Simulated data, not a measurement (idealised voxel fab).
Module name: voxel double patterning (process module)
The figure presents cross-section cut, which has a width of 190 nm and is divided into square cells with an edge length of 5 nm.
Just so we're on the same page, the cross-sections are grids of square cells, and they're listed out in bands top to bottom, each band one or more rows deep. Look at the band entry: it leads with the top's height and the bottom's height in nm. Then it lists the materials left to right, with a width in nm for each. The word "everywhere" on a single material says that material fills the band edge to edge. The word "air" is empty space. Convention: height 0 is the level below which the wafer, as received, is all one material. The lowest band does not terminate at the bottom but continues downward, represented as "0 and below". The expression "30..40" gives the width at the extremes of the band, the first number at its top row of cells and the second at its bottom row, with the width changing by equal amounts from each row to the next in between. The cross-section has no changed cell in any step marked "everything unchanged". Any empty space of 8 cells or more lacking an open way to the top shows up in "Enclosed voids" as width x height at distance, distance from the left edge, in nm. Whatever follows a step's settings on its line is a remark the simulator itself makes about that step. When a step includes a mask, the "overlay nm" setting on its line states how far to the right of its planned place that mask lay, and negative values state how far to the left.

The following list gives the planned process steps:
1,op RECEIVE | material Si
2,op CONFORMAL_DEP | material SiO2 | thk nm 10
3,op DIRECTIONAL_DEP | material polySi | thk nm 10
4,op DIRECTIONAL_DEP | material SiCN | thk nm 10
5,op PATTERN | tone open | mask id FIRST | material resist | width nm 15 | pitch nm 50 | thk nm 20 | overlay nm 0
6,op DIRECTIONAL_ETCH | etch materials SiCN | depth nm 10
7,op STRIP | etch materials resist
8,op MASKED_ETCH | tone open | mask id SECOND | width nm 15 | etch materials SiCN | depth nm 10 | overlay nm 0
9,op DIRECTIONAL_ETCH | etch materials polySi | depth nm 10
10,op STRIP | etch materials SiCN

Wafer at receipt (post step 1), cross-section:
    0 and below: Si everywhere
    Enclosed voids: none

Looking at the first of two wafers in cross-section at end of module - ran to plan:
    20 down to 10: polySi: 60; air: 15; polySi: 10; air: 15; polySi: 10; air: 15; polySi: 65
    10 down to 0: SiO2 everywhere
    0 and below: Si everywhere
    Enclosed voids: none

What the second wafer looks like in cross-section once the module is done. Its start and its plan matched the first wafer's exactly; what differed was one mistake in how it was run:
    20 down to 10: SiO2 everywhere
    10 down to 0: polySi everywhere
    0 and below: Si everywhere
    Enclosed voids: none
What was the processing mistake? transposition of steps 2 and 3 relative to the planned sequence
In the final state, the cell counts of the second wafer exceed or fall short of those of the first for the following materials: 18 more of polySi
